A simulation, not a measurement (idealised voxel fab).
Process module heading - voxel air gaps
Cross-sectional view cut (width: 280 nm; square cell size: 5 nm).
For the purposes of this document, a cross-section shall be understood as a grid of square cells, specified as bands listed in top-to-bottom order, each band consisting of one or more rows of cells.
For a band, the entry starts with two heights in nm, that of the top and then that of the bottom, and carries on with the band's materials in order from left to right, each alongside its width in nm; the word "edge to edge" beside a single material means it fills the band edge to edge, and "air" means empty space.
Heights are measured from 0, the level below which the as-received wafer is all one material; the lowest band has no bottom and continues downward, written as in "z 0 and below".
Note: "30->40" means the width goes from the first number (top row of the band) to the second number (bottom row) in equal steps per row of cells.
"stayed the same", as given for a step, is the statement that not any cell of the cross-section underwent a change during that step.
Voids, enclosed: empty space of 8 cells or more with no open way to the top, each as width x height at its distance from the left edge, in nm
Text after the settings on a step's line: the simulator's own remark on that step.
overlay nm: mask right of planned place by this much (step with mask). Neg. = left.

### Process steps - plan
1 RECEIVE | material Si
2 CONFORMAL_DEP | material SiO2 | thk nm 10
3 CONFORMAL_DEP | material SiN | thk nm 5
4 DIRECTIONAL_DEP | material lowk | thk nm 40
5 PATTERN | tone open | mask id LINES | material resist | width nm 20 | pitch nm 45 | thk nm 15 | overlay nm -15
6 DIRECTIONAL_ETCH | etch materials lowk | depth nm 40
7 STRIP | etch materials resist
8 CONFORMAL_DEP | material TiN | thk nm 5
9 FILL_DEP | material Ru | thk nm 10
10 CMP | height nm 55
11 EPI | material Ru | thk nm 10
12 SELECTIVE_ETCH | etch materials lowk | depth nm 50
13 CONFORMAL_DEP | material SiCN | thk nm 5
Where the wafers of this document differ is in the overlay nm of step 5; they start out the same, and the plan states the value that applied to the first wafer.

### Cross-section of the first of several received wafers, showing its state after step 1
* z 0 and below  Si edge to edge
* Voids, enclosed: none

### Basically each wafer gets a line in the table, showing it at the end of the module: material by material, the cells it gained (+) or lost (-) since we got it, then its closed voids
overlay nm -15 | +120 Ru | +156 SiCN | +56 SiN | +112 SiO2 | +72 TiN | Voids, enclosed: 15 x 30 at 70; 15 x 30 at 115; 15 x 30 at 160
overlay nm -10 | +120 Ru | +156 SiCN | +56 SiN | +112 SiO2 | +72 TiN | Voids, enclosed: 15 x 30 at 75; 15 x 30 at 120; 15 x 30 at 165
overlay nm -5 | +120 Ru | +156 SiCN | +56 SiN | +112 SiO2 | +72 TiN | Voids, enclosed: 15 x 30 at 80; 15 x 30 at 125; 15 x 30 at 170
overlay nm 0 | +120 Ru | +156 SiCN | +56 SiN | +112 SiO2 | +72 TiN | Voids, enclosed: 15 x 30 at 85; 15 x 30 at 130; 15 x 30 at 175
overlay nm 5 | +120 Ru | +156 SiCN | +56 SiN | +112 SiO2 | +72 TiN | Voids, enclosed: 15 x 30 at 90; 15 x 30 at 135; 15 x 30 at 180
overlay nm 10 | +120 Ru | +156 SiCN | +56 SiN | +112 SiO2 | +72 TiN | Voids, enclosed: 15 x 30 at 95; 15 x 30 at 140; 15 x 30 at 185
overlay nm 15 | +120 Ru | +156 SiCN | +56 SiN | +112 SiO2 | +72 TiN | Voids, enclosed: 15 x 30 at 100; 15 x 30 at 145; 15 x 30 at 190
